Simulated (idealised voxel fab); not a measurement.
Process module, titled voxel capacitor over wiring
165 nm wide, 5 nm square cells: that's cross-section cut.
When this document writes out a cross-section, it uses a grid of square cells and lists it as bands, beginning at the top and moving down, with a band standing for one or more rows of cells. Top height, bottom height, nm. Materials left to right, width each, nm. Single material + "everywhere" = fills band edge to edge. "air" = empty. All heights in this document are referenced to 0, defined as the level beneath which the wafer, as received, consists entirely of one material. The lowest band is not bounded below; it extends indefinitely downward and is written in the form "0 down". A width such as "30 to 40" changes by the same amount from each row of cells to the next, from the band's top row to its bottom row. The designation "remains unaltered", where it is given for a processing step, indicates that no cell of the cross-section was altered in the course of that step. Look at "Enclosed void catalog" for the closed voids: empty spaces with no open path to the top, sized 8 cells or up. Each is width x height at distance, distance from the left edge, all nm. after a step's settings: what the simulator itself notes on the step. When a step includes a mask, the "overlay nm" setting on its line states how far to the right of its planned place that mask lay, and negative values state how far to the left.

## This section lists the process steps that were planned
| 1 | RECEIVE with material Si |
| 2 | CONFORMAL_DEP with material SiO2, thk nm 15 |
| 3 | DIRECTIONAL_DEP with material TiN, thk nm 5 |
| 4 | DIRECTIONAL_DEP with material W, thk nm 15 |
| 5 | DIRECTIONAL_DEP with material aC, thk nm 10 |
| 6 | PATTERN with tone cover, mask id METAL_1, material resist, width nm 30, pitch nm 80, thk nm 25, overlay nm 0 |
| 7 | DIRECTIONAL_ETCH with etch materials aC, depth nm 10 |
| 8 | STRIP with etch materials resist |
| 9 | DIRECTIONAL_ETCH with etch materials W, depth nm 15 |
| 10 | DIRECTIONAL_ETCH with etch materials TiN, depth nm 5 |
| 11 | STRIP with etch materials aC |
| 12 | CONFORMAL_DEP with material SiCN, thk nm 5 |
| 13 | FILL_DEP with material lowk, thk nm 5 |
| 14 | CMP with height nm 35 |
| 15 | CONFORMAL_DEP with material SiCN, thk nm 5 |
| 16 | DIRECTIONAL_DEP with material SiO2, thk nm 15 |
| 17 | MASKED_ETCH with tone open, mask id PLUG_1, width nm 15, etch materials SiO2, depth nm 15, overlay nm 0 |
| 18 | MASKED_ETCH with tone open, mask id PLUG_1, width nm 15, etch materials SiCN, depth nm 5, overlay nm 0 |
| 19 | EPI with material Ru, thk nm 10 |
| 20 | EPI with material Ru, thk nm 10 |
| 21 | DIRECTIONAL_DEP with material TiN, thk nm 10 |
| 22 | DIRECTIONAL_DEP with material SiN, thk nm 5 |
| 23 | DIRECTIONAL_DEP with material TiN, thk nm 5 |
| 24 | PATTERN with tone cover, mask id UPPER_PLATE, material resist, width nm 55, thk nm 15, overlay nm 0 |
| 25 | DIRECTIONAL_ETCH with etch materials TiN, depth nm 5 |
| 26 | DIRECTIONAL_ETCH with etch materials SiN, depth nm 5 |
| 27 | STRIP with etch materials resist |
| 28 | MASKED_ETCH with tone cover, mask id LOWER_PLATE, width nm 65, etch materials TiN, depth nm 10, overlay nm 0 |
| 29 | FILL_DEP with material SiO2, thk nm 15 |
| 30 | CMP with height nm 85 |
| 31 | MASKED_ETCH with tone open, mask id PLUG_2, width nm 15, etch materials SiO2, depth nm 10, overlay nm 0 |
| 32 | CONFORMAL_DEP with material TiN, thk nm 5 |
| 33 | FILL_DEP with material Cu, thk nm 5 |
| 34 | CMP with height nm 85 |
| 35 | CONFORMAL_DEP with material SiN, thk nm 5 |

## Cross-section: wafer on arrival = after step 1
- 0 down | Si everywhere
- Enclosed void catalog: none

## Wafer cross-section at module end: first of two, run to plan
- 90 to 85 | SiN everywhere
- 85 to 80 | SiO2 50 nm, then TiN 5 nm, then Cu 5 nm, then TiN 5 nm, then SiO2 100 nm
- 80 to 70 | SiO2 50 to 40 nm, then TiN 15 to 55 nm, then SiO2 100 to 70 nm
- 70 to 65 | SiO2 40 nm, then SiN 55 nm, then SiO2 70 nm
- 65 to 55 | SiO2 35 nm, then TiN 65 nm, then SiO2 65 nm
- 55 to 40 | SiO2 40 nm, then Ru 15 nm, then SiO2 110 nm
- 40 to 35 | SiCN 40 nm, then Ru 15 nm, then SiCN 110 nm
- 35 to 20 | lowk 20 nm, then SiCN 5 nm, then W 30 nm, then SiCN 5 nm, then lowk 40 nm, then SiCN 5 nm, then W 30 nm, then SiCN 5 nm, then lowk 25 nm
- 20 to 15 | SiCN 25 nm, then TiN 30 nm, then SiCN 50 nm, then TiN 30 nm, then SiCN 30 nm
- 15 to 0 | SiO2 everywhere
- 0 down | Si everywhere
- Enclosed void catalog: none

## Second wafer cross-section at end of module - shared start and plan with the first, one mistake in the run
- 90 to 85 | SiN everywhere
- 85 to 80 | SiO2 50 nm, then TiN 5 nm, then Cu 5 nm, then TiN 5 nm, then SiO2 100 nm
- 80 to 70 | SiO2 50 to 40 nm, then TiN 15 to 55 nm, then SiO2 100 to 70 nm
- 70 to 65 | SiO2 40 nm, then SiN 55 nm, then SiO2 70 nm
- 65 to 55 | SiO2 35 nm, then TiN 65 nm, then SiO2 65 nm
- 55 to 40 | SiO2 35 nm, then Ru 15 nm, then SiO2 115 nm
- 40 to 35 | SiCN 40 nm, then Ru 10 nm, then SiCN 115 nm
- 35 to 20 | lowk 20 nm, then SiCN 5 nm, then W 30 nm, then SiCN 5 nm, then lowk 40 nm, then SiCN 5 nm, then W 30 nm, then SiCN 5 nm, then lowk 25 nm
- 20 to 15 | SiCN 25 nm, then TiN 30 nm, then SiCN 50 nm, then TiN 30 nm, then SiCN 30 nm
- 15 to 0 | SiO2 everywhere
- 0 down | Si everywhere
- Enclosed void catalog: none
Processing error: not per plan at step 17, really ran MASKED_ETCH with tone open, mask id PLUG_1, width nm 15, etch materials SiO2, depth nm 15, overlay nm -5
at the end the second wafer has, in cells: Ru: 1 fewer; SiCN: 1 more
